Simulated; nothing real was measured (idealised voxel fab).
process module | voxel transistor to metal
cross-section cut | 295 nm wide | cells 5 nm
A cross-section is a grid of square cells, given in bands from the top down. A band is one or more rows of cells.
Each band's line starts with the height of the band's top and of its bottom, in nm. Then come its materials from left to right, each with its width in nm. One material with "throughout" fills the band from edge to edge. "air" is empty space.
Height 0 is the level under which the wafer as received is all one material. The lowest band goes on downwards, as in "0 down".
A width such as "30 to 40" changes by the same amount from each row of cells to the next, from the band's top row to its bottom row.
"no change" after a step means that no cell of the cross-section changed.
closed voids: empty space of 8 cells or more with no open way to the top, each as width x height at its distance from the left edge, in nm
after a step's settings: what the simulator itself notes on the step
overlay nm, on a step with a mask: how far to the right of its planned place the mask lay; to the left if negative
plan
1 op RECEIVE | material Si
2 op CONFORMAL_DEP | material SiO2 | thk nm 5
3 op CONFORMAL_DEP | material SiN | thk nm 15
4 op PATTERN | tone cover | mask id ACTIVE | material resist | width nm 110 | pitch nm 140 | thk nm 20 | overlay nm 0
5 op DIRECTIONAL_ETCH | etch materials SiN | depth nm 5
6 op DIRECTIONAL_ETCH | etch materials SiO2 | depth nm 5
7 op DIRECTIONAL_ETCH | etch materials Si | depth nm 35
8 op STRIP | etch materials resist
9 op OXIDIZE | depth nm 5
10 op FILL_DEP | material SiO2 | thk nm 15
11 op CMP | height nm 20
12 op SELECTIVE_ETCH | etch materials SiO2 | depth nm 10
13 op STRIP | etch materials SiN
14 op SELECTIVE_ETCH | etch materials SiO2 | depth nm 5
15 op OXIDIZE | depth nm 5
16 op DIRECTIONAL_DEP | material polySi | thk nm 30
17 op DIRECTIONAL_DEP | material SiCN | thk nm 15
18 op MASKED_ETCH | tone cover | mask id GATE | width nm 20 | pitch nm 140 | etch materials SiCN | depth nm 25 | overlay nm 0
19 op MASKED_ETCH | tone cover | mask id GATE | width nm 20 | pitch nm 140 | etch materials polySi | depth nm 40 | overlay nm 0
20 op CONFORMAL_DEP | material SiO2 | thk nm 5
21 op DIRECTIONAL_ETCH | etch materials SiO2 | depth nm 5
22 op CONFORMAL_DEP | material SiN | thk nm 5
23 op DIRECTIONAL_ETCH | etch materials SiN | depth nm 5
24 op DIRECTIONAL_ETCH | etch materials SiO2 | depth nm 5
25 op EPI | material nSi | thk nm 5
26 op FILL_DEP | material SiO2 | thk nm 5
27 op CMP | height nm 45
28 op DIRECTIONAL_DEP | material SiO2 | thk nm 15
29 op PATTERN | tone open | mask id CONTACT | material resist | width nm 35 | thk nm 15 | overlay nm 0
30 op DIRECTIONAL_ETCH | etch materials SiO2 | depth nm 60
31 op STRIP | etch materials resist
32 op CONFORMAL_DEP | material TiN | thk nm 5
33 op FILL_DEP | material Ru | thk nm 5
34 op CMP | height nm 60
35 op DIRECTIONAL_DEP | material TiN | thk nm 5
36 op DIRECTIONAL_DEP | material Ru | thk nm 15
37 op MASKED_ETCH | tone cover | mask id METAL_1 | width nm 20 | etch materials Ru | depth nm 15 | overlay nm 0
38 op MASKED_ETCH | tone cover | mask id METAL_1 | width nm 20 | etch materials TiN | depth nm 5 | overlay nm 0
39 op FILL_DEP | material SiO2 | thk nm 5
40 op CMP | height nm 80
41 op CONFORMAL_DEP | material SiCN | thk nm 5
42 op DIRECTIONAL_DEP | material lowk | thk nm 30
43 op DIRECTIONAL_DEP | material aC | thk nm 10
44 op PATTERN | tone open | mask id METAL_2 | material resist | width nm 20 | pitch nm 140 | thk nm 30 | overlay nm 0
45 op DIRECTIONAL_ETCH | etch materials aC | depth nm 10
46 op STRIP | etch materials resist
47 op DIRECTIONAL_ETCH | etch materials lowk | depth nm 15
48 op STRIP | etch materials aC
49 op PATTERN | tone open | mask id METAL_2_HOLES | material resist | width nm 15 | pitch nm 140 | thk nm 15 | overlay nm 0
50 op DIRECTIONAL_ETCH | etch materials lowk | depth nm 15
51 op DIRECTIONAL_ETCH | etch materials SiCN | depth nm 5
52 op STRIP | etch materials resist
53 op CONFORMAL_DEP | material TiN | thk nm 5
54 op FILL_DEP | material Ru | thk nm 10
55 op CMP | height nm 115
56 op CONFORMAL_DEP | material SiN | thk nm 5
varied across the wafers: depth nm of step 5. The plan shows the first wafer's value. All wafers start alike
first wafer as received, after step 1
  0 down: Si throughout
  closed voids: none
each wafer at the end: cells of each material gained (+) or lost (-) since it was received, then its closed voids
depth nm 5 | +248 Ru | -59 Si | +77 SiCN | +95 SiN | +488 SiO2 | +164 TiN | +312 lowk | +43 nSi | +48 polySi | closed voids: none
depth nm 10 | +248 Ru | -59 Si | +77 SiCN | +95 SiN | +488 SiO2 | +164 TiN | +312 lowk | +43 nSi | +48 polySi | closed voids: none
depth nm 15 | +248 Ru | -192 Si | +77 SiCN | +99 SiN | +636 SiO2 | +164 TiN | +312 lowk | +24 nSi | +48 polySi | closed voids: none
depth nm 20 | +248 Ru | -192 Si | +77 SiCN | +99 SiN | +636 SiO2 | +164 TiN | +312 lowk | +24 nSi | +48 polySi | closed voids: none
depth nm 25 | +248 Ru | -192 Si | +77 SiCN | +99 SiN | +636 SiO2 | +164 TiN | +312 lowk | +24 nSi | +48 polySi | closed voids: none
depth nm 30 | +248 Ru | -192 Si | +77 SiCN | +99 SiN | +636 SiO2 | +164 TiN | +312 lowk | +24 nSi | +48 polySi | closed voids: none
